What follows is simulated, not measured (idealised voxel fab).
voxel spacer lines: a process module
FYI the section here is cut, 260 nm wide, cells are 5 nm squares.
A cross-section is written here as square cells arranged in a grid, and it is given in bands from the top down, each band taking up one or more rows of cells.
Band: top height; bottom height; in nm. Then, left to right: material with width in nm, for each material. "all across": a single material spanning edge to edge. "empty": empty space.
A quick word on heights: they are counted from 0, and under that level the wafer as it came to us is one material throughout. The lowest band is different from the rest in having no bottom; it simply continues downward, written as in "from 0 down".
It should be noted that a width expressed as "30 to 40" varies in equal increments from row to row of cells within the band, taking the value of the first number at the top row and that of the second number at the bottom row.
"no change occurred", as given for a step, is the statement that not any cell of the cross-section underwent a change during that step.
For the entry "Sealed void listing", the listed items are empty spaces with no open way to the top whose size is 8 cells or more; each item follows the pattern width x height at distance, where distance is from the left edge and all three are in nm.
That trailing text on a step's line, after the settings, is the simulator's own remark on the step.
overlay nm: mask offset rightward from planned place, masked step; negative means leftward offset.
The steps planned for the process are as follows:
1 RECEIVE,material Si
2 CONFORMAL_DEP,material Al2O3,thk nm 10
3 DIRECTIONAL_DEP,material SiN,thk nm 10
4 DIRECTIONAL_DEP,material aC,thk nm 25
5 PATTERN,tone cover,mask id MANDREL,material resist,width nm 25,pitch nm 70,thk nm 35,overlay nm 0
6 DIRECTIONAL_ETCH,etch materials aC,depth nm 25
7 STRIP,etch materials resist
8 CONFORMAL_DEP,material SiO2,thk nm 10
9 DIRECTIONAL_ETCH,etch materials SiO2,depth nm 10
10 STRIP,etch materials aC
11 DIRECTIONAL_ETCH,etch materials SiN,depth nm 10
12 STRIP,etch materials SiO2
As received (post step 1): cross-section:
    from 0 down = Si all across
    Sealed void listing: none
Figure: cross-sectional view of the wafer upon completion of the module, processed from the initial state and according to the plan depicted above, with one error introduced during execution:
    from 20 to 10 = empty 30 nm, then SiN 10 nm, then empty 35 nm, then SiN 10 nm, then empty 15 nm, then SiN 10 nm, then empty 35 nm, then SiN 10 nm, then empty 15 nm, then SiN 10 nm, then empty 35 nm, then SiN 10 nm, then empty 35 nm
    from 10 to 0 = Al2O3 all across
    from 0 down = Si all across
    Sealed void listing: none
What went wrong in running the wafer? step 5: run off-plan, actual operation and settings PATTERN,tone cover,mask id MANDREL,material resist,width nm 35,pitch nm 70,thk nm 35,overlay nm 0
